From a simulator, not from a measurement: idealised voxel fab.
Documented hereafter: the process module known as voxel air gaps.
Cross-section cut spans 185 nm and uses square cells 5 nm in size.
Notation: cross-section as square-cell grid; stated in bands, top first, going down; one or more cell rows per band.
The band entry comprises the height of the band's top followed by the height of its bottom, expressed in nm, and subsequently the band's materials from left to right, each stated together with its width in nm. Where a single material is marked with the word "everywhere", that material fills the band from edge to edge. The word "air" represents empty space.
All heights in this document are referenced to 0, defined as the level beneath which the wafer, as received, consists entirely of one material. The lowest band is not bounded below; it extends indefinitely downward and is written in the form "0 -> down".
Quick explanation for "30..40": the width changes in equal steps down the rows of cells, from the first number in the band's top row to the second number in its bottom row.
When a step is marked "stayed the same", none of the cells in the cross-section changed during that step.
Look at "Closed void list" for the closed voids: empty spaces with no open path to the top, sized 8 cells or up. Each is width x height at distance, distance from the left edge, all nm.
Formally, on a step line, whatever follows the settings is a remark that the simulator itself makes on the step.
What "overlay nm" on a step's line means: if the step has a mask, that mask lay this far to the right of its planned place, or, when the value is negative, to the left.

HERE'S WHAT THE PLANNED PROCESS STEPS LOOK LIKE
1: op RECEIVE | material Si
2: op CONFORMAL_DEP | material SiO2 | thk nm 10
3: op CONFORMAL_DEP | material SiN | thk nm 5
4: op DIRECTIONAL_DEP | material lowk | thk nm 30
5: op PATTERN | tone open | mask id LINES | material resist | width nm 20 | pitch nm 45 | thk nm 15 | overlay nm 0
6: op DIRECTIONAL_ETCH | etch materials lowk | depth nm 30
7: op STRIP | etch materials resist
8: op CONFORMAL_DEP | material TiN | thk nm 5
9: op FILL_DEP | material W | thk nm 10
10: op CMP | height nm 35
11: op EPI | material Ru | thk nm 10
12: op SELECTIVE_ETCH | etch materials lowk | depth nm 40
13: op CONFORMAL_DEP | material SiN | thk nm 5
It is noted that the wafers described herein are identical at the outset and are distinguished by the height nm of step 10; the value stated in the plan corresponds to the first wafer.

CROSS-SECTION OF THE FIRST OF SEVERAL WAFERS AS RECEIVED (AFTER STEP 1)
- 0 -> down: Si everywhere
- Closed void list: none

FIRST OF SEVERAL WAFERS, SECTIONED AT END OF MODULE (LAST STEP: STEP 13)
- 50 -> 45: 20 of air; 140 of SiN; 25 of air
- 45 -> 35: 20 of air; 5 of SiN; 40 of Ru; 5 of SiN; 40 of Ru; 5 of SiN; 40 of Ru; 5 of SiN; 25 of air
- 35 -> 30: 20 of air; 15 of SiN; 5 of TiN; 10 of W; 5 of TiN; 25 of SiN; 5 of TiN; 10 of W; 5 of TiN; 25 of SiN; 5 of TiN; 10 of W; 5 of TiN; 15 of SiN; 25 of air
- 30 -> 20: 30 of air; 5 of SiN; 5 of TiN; 10 of W; 5 of TiN; 5 of SiN; 15 of air; 5 of SiN; 5 of TiN; 10 of W; 5 of TiN; 5 of SiN; 15 of air; 5 of SiN; 5 of TiN; 10 of W; 5 of TiN; 5 of SiN; 35 of air
- 20 -> 15: 35 of SiN; 20 of TiN; 25 of SiN; 20 of TiN; 25 of SiN; 20 of TiN; 40 of SiN
- 15 -> 10: SiN everywhere
- 10 -> 0: SiO2 everywhere
- 0 -> down: Si everywhere
- Closed void list: none

CROSS-SECTION OF THE FINAL WAFER AMONG SEVERAL, TAKEN AT THE END OF THE MODULE
- 75 -> 70: SiN everywhere
- 70 -> 60: Ru everywhere
- 60 -> 50: W everywhere
- 50 -> 45: 40 of TiN; 10 of W; 35 of TiN; 10 of W; 35 of TiN; 10 of W; 45 of TiN
- 45 -> 20: 35 of lowk; 5 of TiN; 10 of W; 5 of TiN; 25 of lowk; 5 of TiN; 10 of W; 5 of TiN; 25 of lowk; 5 of TiN; 10 of W; 5 of TiN; 40 of lowk
- 20 -> 15: 35 of lowk; 20 of TiN; 25 of lowk; 20 of TiN; 25 of lowk; 20 of TiN; 40 of lowk
- 15 -> 10: SiN everywhere
- 10 -> 0: SiO2 everywhere
- 0 -> down: Si everywhere
- Closed void list: none

BELOW, A ROW FOR EVERY WAFER. READ IT AS THE END-OF-MODULE PICTURE: FOR EACH MATERIAL THE WAFER SHOWS ITS CELLS GAINED (+) OR LOST (-) SINCE IT WAS RECEIVED, AND THEN ITS CLOSED VOIDS
height nm 35, +48 Ru, +126 SiN, +74 SiO2, +30 TiN, +18 W, Closed void list: none
height nm 40, +48 Ru, +132 SiN, +74 SiO2, +36 TiN, +24 W, Closed void list: 15 x 15 at 60; 15 x 15 at 105
height nm 45, +48 Ru, +138 SiN, +74 SiO2, +42 TiN, +30 W, Closed void list: 15 x 20 at 60; 15 x 20 at 105
height nm 50, +74 Ru, +74 SiN, +74 SiO2, +73 TiN, +36 W, +150 lowk, Closed void list: none
height nm 55, +74 Ru, +74 SiN, +74 SiO2, +73 TiN, +73 W, +150 lowk, Closed void list: none
height nm 60, +74 Ru, +74 SiN, +74 SiO2, +73 TiN, +110 W, +150 lowk, Closed void list: none
